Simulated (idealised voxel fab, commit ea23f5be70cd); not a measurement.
process module | voxel self aligned vias
cross-section cut | 275 nm wide | cells 5 nm
A cross-section is a grid of square cells, given in bands from the top down. A band is one or more rows of cells.
Each band's line starts with the height of the band's top and of its bottom, in nm. Then come its materials from left to right, each with its width in nm. One material with "throughout" fills the band from edge to edge. "air" is empty space.
Height 0 is the level under which the wafer as received is all one material. The lowest band goes on downwards, as in "0 down".
A width such as "30 to 40" changes by the same amount from each row of cells to the next, from the band's top row to its bottom row.
"no change" after a step means that no cell of the cross-section changed.
closed voids: empty space of 8 cells or more with no open way to the top, each as width x height at its distance from the left edge, in nm
after a step's settings: what the simulator itself notes on the step
overlay nm, on a step with a mask: how far to the right of its planned place the mask lay; to the left if negative
plan
1 op RECEIVE | material Si
2 op CONFORMAL_DEP | material SiO2 | thk nm 10
3 op CONFORMAL_DEP | material SiCN | thk nm 5
4 op DIRECTIONAL_DEP | material SiO2 | thk nm 20
5 op MASKED_ETCH | tone open | mask id LINES | width nm 20 | pitch nm 50 | etch materials SiO2 | depth nm 20 | overlay nm 0
6 op CONFORMAL_DEP | material TiN | thk nm 5
7 op FILL_DEP | material W | thk nm 10
8 op CMP | height nm 35
9 op SELECTIVE_ETCH | etch materials W Ru TiN | depth nm 10
10 op FILL_DEP | material SiN | thk nm 10
11 op CMP | height nm 35
12 op DIRECTIONAL_DEP | material SiO2 | thk nm 15
13 op PATTERN | tone open | mask id VIAS | material resist | width nm 30 | thk nm 15 | overlay nm 0
14 op DIRECTIONAL_ETCH | etch materials SiO2 | depth nm 15
15 op DIRECTIONAL_ETCH | etch materials SiN | depth nm 10
16 op STRIP | etch materials resist
17 op CONFORMAL_DEP | material TiN | thk nm 5
18 op FILL_DEP | material Ru | thk nm 5
19 op CMP | height nm 50
20 op CONFORMAL_DEP | material SiN | thk nm 5
first wafer, as planned
as received, after step 1
  0 down: Si throughout
  closed voids: none
after step 2
  10 to 0: SiO2 throughout
  below 0: unchanged
after step 3
  15 to 10: SiCN throughout
  below 10: unchanged
after step 4
  35 to 15: SiO2 throughout
  below 15: unchanged
after step 5
  35 to 15: SiO2 100 | air 20 | SiO2 30 | air 20 | SiO2 105
  below 15: unchanged
after step 6
  40 to 35: TiN 105 | air 10 | TiN 40 | air 10 | TiN 110
  35 to 20: SiO2 100 | TiN 5 | air 10 | TiN 5 | SiO2 30 | TiN 5 | air 10 | TiN 5 | SiO2 105
  20 to 15: SiO2 100 | TiN 20 | SiO2 30 | TiN 20 | SiO2 105
  below 15: unchanged
after step 7
  50 to 40: W throughout
  40 to 35: TiN 105 | W 10 | TiN 40 | W 10 | TiN 110
  35 to 20: SiO2 100 | TiN 5 | W 10 | TiN 5 | SiO2 30 | TiN 5 | W 10 | TiN 5 | SiO2 105
  below 20: unchanged
after step 8
  35 to 20: SiO2 100 | TiN 5 | W 10 | TiN 5 | SiO2 30 | TiN 5 | W 10 | TiN 5 | SiO2 105
  below 20: unchanged
after step 9
  35 to 25: SiO2 100 | air 20 | SiO2 30 | air 20 | SiO2 105
  below 25: unchanged
after step 10
  45 to 35: SiN throughout
  35 to 25: SiO2 100 | SiN 20 | SiO2 30 | SiN 20 | SiO2 105
  below 25: unchanged
after step 11
  35 to 25: SiO2 100 | SiN 20 | SiO2 30 | SiN 20 | SiO2 105
  below 25: unchanged
after step 12
  50 to 35: SiO2 throughout
  below 35: unchanged
after step 13
  65 to 50: resist 95 | air 30 | resist 150
  below 50: unchanged
after step 14
  65 to 50: resist 95 | air 30 | resist 150
  50 to 35: SiO2 95 | air 30 | SiO2 150
  below 35: unchanged
after step 15
  65 to 50: resist 95 | air 30 | resist 150
  50 to 35: SiO2 95 | air 30 | SiO2 150
  35 to 25: SiO2 100 | air 20 | SiO2 30 | SiN 20 | SiO2 105
  below 25: unchanged
after step 16
  50 to 35: SiO2 95 | air 30 | SiO2 150
  below 35: unchanged
after step 17
  55 to 50: TiN 100 | air 20 | TiN 155
  50 to 40: SiO2 95 | TiN 5 | air 20 | TiN 5 | SiO2 150
  40 to 35: SiO2 95 | TiN 10 | air 10 | TiN 10 | SiO2 150
  35 to 30: SiO2 100 | TiN 5 | air 10 | TiN 5 | SiO2 30 | SiN 20 | SiO2 105
  30 to 25: SiO2 100 | TiN 20 | SiO2 30 | SiN 20 | SiO2 105
  below 25: unchanged
after step 18
  60 to 55: Ru throughout
  55 to 50: TiN 100 | Ru 20 | TiN 155
  50 to 40: SiO2 95 | TiN 5 | Ru 20 | TiN 5 | SiO2 150
  40 to 35: SiO2 95 | TiN 10 | Ru 10 | TiN 10 | SiO2 150
  35 to 30: SiO2 100 | TiN 5 | Ru 10 | TiN 5 | SiO2 30 | SiN 20 | SiO2 105
  below 30: unchanged
after step 19
  50 to 40: SiO2 95 | TiN 5 | Ru 20 | TiN 5 | SiO2 150
  below 40: unchanged
after step 20
  55 to 50: SiN throughout
  below 50: unchanged
second wafer: like start, like plan, one mistake. Through step 2 it matches the first wafer
when step 3 should have ended
  30 to 0: SiO2 throughout
  below 0: unchanged
when step 4 should have ended
  35 to 30: SiCN throughout
  below 30: unchanged
when step 5 should have ended: no change
when step 6 should have ended
  40 to 35: TiN throughout
  below 35: unchanged
when step 7 should have ended
  50 to 40: W throughout
  below 40: unchanged
when step 8 should have ended
  35 to 30: SiCN throughout
  below 30: unchanged
when step 9 should have ended: no change
when step 10 should have ended
  45 to 35: SiN throughout
  below 35: unchanged
when step 11 should have ended
  35 to 30: SiCN throughout
  below 30: unchanged
when step 12 should have ended
  50 to 35: SiO2 throughout
  below 35: unchanged
when step 13 should have ended
  65 to 50: resist 95 | air 30 | resist 150
  below 50: unchanged
when step 14 should have ended
  65 to 50: resist 95 | air 30 | resist 150
  50 to 35: SiO2 95 | air 30 | SiO2 150
  below 35: unchanged
when step 15 should have ended: no change
when step 16 should have ended
  50 to 35: SiO2 95 | air 30 | SiO2 150
  below 35: unchanged
when step 17 should have ended
  55 to 50: TiN 100 | air 20 | TiN 155
  50 to 40: SiO2 95 | TiN 5 | air 20 | TiN 5 | SiO2 150
  40 to 35: SiO2 95 | TiN 30 | SiO2 150
  below 35: unchanged
when step 18 should have ended
  60 to 55: Ru throughout
  55 to 50: TiN 100 | Ru 20 | TiN 155
  50 to 40: SiO2 95 | TiN 5 | Ru 20 | TiN 5 | SiO2 150
  below 40: unchanged
when step 19 should have ended
  50 to 40: SiO2 95 | TiN 5 | Ru 20 | TiN 5 | SiO2 150
  below 40: unchanged
when step 20 should have ended
  55 to 50: SiN throughout
  below 50: unchanged
what went wrong: steps 3 and 4 were swapped
at the end the second wafer has, in cells: 4 fewer of Ru | 8 fewer of SiN | 32 more of SiO2 | 16 fewer of TiN | 4 fewer of W
